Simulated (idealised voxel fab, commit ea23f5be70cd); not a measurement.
Documented hereafter: the process module known as voxel capacitor over wiring.
It is cross-section cut that appears here, measuring 145 nm in width, its square cells being 5 nm in size.
Just so we're on the same page, the cross-sections are grids of square cells, and they're listed out in bands top to bottom, each band one or more rows deep. Read a band's entry like this: the first values are the height of its top and the height of its bottom in nm, and what follows is the sequence of materials from left to right, each with its width in nm. Note that "blank" is empty space, and that a single material marked "everywhere" reaches across the band from edge to edge. Height reference: 0 = level under which incoming wafer is all one material. Lowest band: no bottom, runs on downward, e.g. "top 0, no bottom". When a width is written as two numbers, as in "30..40", the first number is the width in the top row of cells of the band and the second is the width in its bottom row, and the width changes by the same amount from each row to the next. It should be understood that the words "nothing was modified", when stated for a given step, signify that the cross-section underwent no change in any of its cells during that step. Under "Voids, sealed" you'll find the enclosed gaps, the ones with no way out to the top, that are 8 cells or bigger; each reads width x height at distance, with distance counted from the left edge, everything in nm. Whatever follows a step's settings on its line is a remark the simulator itself makes about that step. "overlay nm", when on a step's line for a step with a mask, measures how far to the right of its planned place the mask lay; a negative measure means to the left.

Steps planned for the process:
1 RECEIVE, material Si
2 CONFORMAL_DEP, material SiO2, thk nm 15
3 CONFORMAL_DEP, material SiN, thk nm 5
4 DIRECTIONAL_DEP, material SiO2, thk nm 20
5 DIRECTIONAL_DEP, material aC, thk nm 10
6 PATTERN, tone open, mask id METAL_1, material resist, width nm 20, pitch nm 90, thk nm 30, overlay nm 0
7 DIRECTIONAL_ETCH, etch materials aC, depth nm 10
8 STRIP, etch materials resist
9 DIRECTIONAL_ETCH, etch materials SiO2, depth nm 20
10 DIRECTIONAL_ETCH, etch materials SiN, depth nm 5
11 STRIP, etch materials aC
12 CONFORMAL_DEP, material TiN, thk nm 5
13 FILL_DEP, material Cu, thk nm 10
14 CMP, height nm 40
15 CONFORMAL_DEP, material SiCN, thk nm 5
16 DIRECTIONAL_DEP, material lowk, thk nm 15
17 DIRECTIONAL_DEP, material aC, thk nm 15
18 PATTERN, tone open, mask id PLUG_1, material resist, width nm 15, thk nm 35, overlay nm 0
19 DIRECTIONAL_ETCH, etch materials aC, depth nm 15
20 STRIP, etch materials resist
21 DIRECTIONAL_ETCH, etch materials lowk, depth nm 15
22 DIRECTIONAL_ETCH, etch materials SiCN, depth nm 5
23 STRIP, etch materials aC
24 CONFORMAL_DEP, material TiN, thk nm 5
25 FILL_DEP, material Cu, thk nm 5
26 CMP, height nm 60
27 DIRECTIONAL_DEP, material TiN, thk nm 5
28 DIRECTIONAL_DEP, material SiN, thk nm 5
29 DIRECTIONAL_DEP, material TiN, thk nm 5
30 DIRECTIONAL_DEP, material aC, thk nm 10
31 PATTERN, tone cover, mask id UPPER_PLATE, material resist, width nm 75, thk nm 30, overlay nm 0
32 DIRECTIONAL_ETCH, etch materials aC, depth nm 10
33 STRIP, etch materials resist
34 DIRECTIONAL_ETCH, etch materials TiN, depth nm 5
35 DIRECTIONAL_ETCH, etch materials SiN, depth nm 5
36 STRIP, etch materials aC
37 PATTERN, tone cover, mask id LOWER_PLATE, material resist, width nm 85, thk nm 15, overlay nm 0
38 DIRECTIONAL_ETCH, etch materials TiN, depth nm 5
39 STRIP, etch materials resist
40 FILL_DEP, material SiO2, thk nm 20
41 CMP, height nm 90
42 PATTERN, tone open, mask id PLUG_2, material resist, width nm 15, thk nm 15, overlay nm 0
43 DIRECTIONAL_ETCH, etch materials SiO2, depth nm 15
44 STRIP, etch materials resist
45 CONFORMAL_DEP, material TiN, thk nm 5
46 FILL_DEP, material Ru, thk nm 10
47 CMP, height nm 90
48 CONFORMAL_DEP, material SiN, thk nm 5

So this is the incoming wafer in cross-section - it's already been through step 1:
> top 0, no bottom  Si everywhere
> Voids, sealed: none

Cross-section, first of two wafers, end of module, run as planned:
> top 95, bottom 90  SiN everywhere
> top 90, bottom 80  30 SiO2  5 TiN  5 Ru  5 TiN  100 SiO2
> top 80, bottom 70  30..20 SiO2  15..75 TiN  100..50 SiO2
> top 70, bottom 65  20 SiO2  75 SiN  50 SiO2
> top 65, bottom 60  15 SiO2  85 TiN  45 SiO2
> top 60, bottom 45  20 lowk  5 TiN  5 Cu  5 TiN  110 lowk
> top 45, bottom 40  20 SiCN  15 TiN  110 SiCN
> top 40, bottom 20  15 SiO2  5 TiN  10 Cu  5 TiN  70 SiO2  5 TiN  10 Cu  5 TiN  20 SiO2
> top 20, bottom 15  15 SiN  20 TiN  70 SiN  20 TiN  20 SiN
> top 15, bottom 0  SiO2 everywhere
> top 0, no bottom  Si everywhere
> Voids, sealed: none

Cross-sectional view of the second of two wafers upon completion of the module. This wafer shared its starting condition and process plan with the first; one error was made during its execution:
> top 95, bottom 90  SiN everywhere
> top 90, bottom 80  25 Ru  5 TiN  15 SiO2  5 TiN  95 Ru
> top 80, bottom 75  30 TiN  15 SiO2  100 TiN
> top 75, bottom 70  20 SiO2  75 TiN  50 SiO2
> top 70, bottom 65  20 SiO2  75 SiN  50 SiO2
> top 65, bottom 60  15 SiO2  85 TiN  45 SiO2
> top 60, bottom 45  20 lowk  5 TiN  5 Cu  5 TiN  110 lowk
> top 45, bottom 40  20 SiCN  15 TiN  110 SiCN
> top 40, bottom 20  15 SiO2  5 TiN  10 Cu  5 TiN  70 SiO2  5 TiN  10 Cu  5 TiN  20 SiO2
> top 20, bottom 15  15 SiN  20 TiN  70 SiN  20 TiN  20 SiN
> top 15, bottom 0  SiO2 everywhere
> top 0, no bottom  Si everywhere
> Voids, sealed: none
Plan not followed: step 42, actual vs plan mismatch, actual run PATTERN, tone cover, mask id PLUG_2, material resist, width nm 15, thk nm 15, overlay nm 0
The closing comparison, in cells, has the second wafer with more or fewer of some materials than the first: +46 Ru, -69 SiO2, +23 TiN
